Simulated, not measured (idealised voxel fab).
Proc. module: voxel released beams
Square cells of 5 nm make up the cross-section cut, whose width is 275 nm.
This document writes a cross-section as a grid whose cells are square, and gives it as bands, listed from the top down; one or more rows of cells form a band.
Band: top and bottom heights (nm) first, top before bottom; then materials from left to right, widths in nm. "throughout" marks a sole material filling the band edge to edge. "blank" denotes empty space.
Note: height 0 marks the level under which the wafer is uniformly one material as received. Lowest band unbounded below, written "0 and below".
The two numbers in a width such as "30->40" mark its ends across the band: the first belongs to the top row of cells, the second to the bottom row, and from each row to the next the width moves by the same amount.
A step reported as "nothing got changed" is a step in which no cell of the cross-section changed.
"Closed cavity list" contains a list of empty spaces, each no smaller than 8 cells and without an open way to the top, written in the form width x height at distance with the distance from the left edge and all three in nm.
Formally, on a step line, whatever follows the settings is a remark that the simulator itself makes on the step.
Regarding "overlay nm": on a step with a mask, it is the distance the mask lay to the right of its planned place; a negative value places it to the left.

# Process steps foreseen in the plan
1) RECEIVE,material Si
2) CONFORMAL_DEP,material Al2O3,thk nm 5
3) DIRECTIONAL_DEP,material SiO2,thk nm 10
4) DIRECTIONAL_DEP,material aC,thk nm 15
5) PATTERN,tone open,mask id ANCHOR,material resist,width nm 45,thk nm 35,overlay nm 0
6) DIRECTIONAL_ETCH,etch materials aC,depth nm 15
7) STRIP,etch materials resist
8) DIRECTIONAL_ETCH,etch materials SiO2,depth nm 10
9) STRIP,etch materials aC
10) CONFORMAL_DEP,material polySi,thk nm 15
11) PATTERN,tone cover,mask id BEAM,material resist,width nm 95,thk nm 20,overlay nm 0
12) DIRECTIONAL_ETCH,etch materials polySi,depth nm 15
13) STRIP,etch materials resist
14) STRIP,etch materials SiO2

# As-received wafer cross-section (after step 1)
0 and below  Si throughout
Closed cavity list: none

# Post-module cross-section: identical start and plan to those above, one misstep in execution
30 down to 15  85 of blank / 95 of polySi / 95 of blank
15 down to 10  Al2O3 throughout
10 down to 0  SiO2 throughout
0 and below  Si throughout
Closed cavity list: none
Run error: plan steps 2 and 3 run swapped
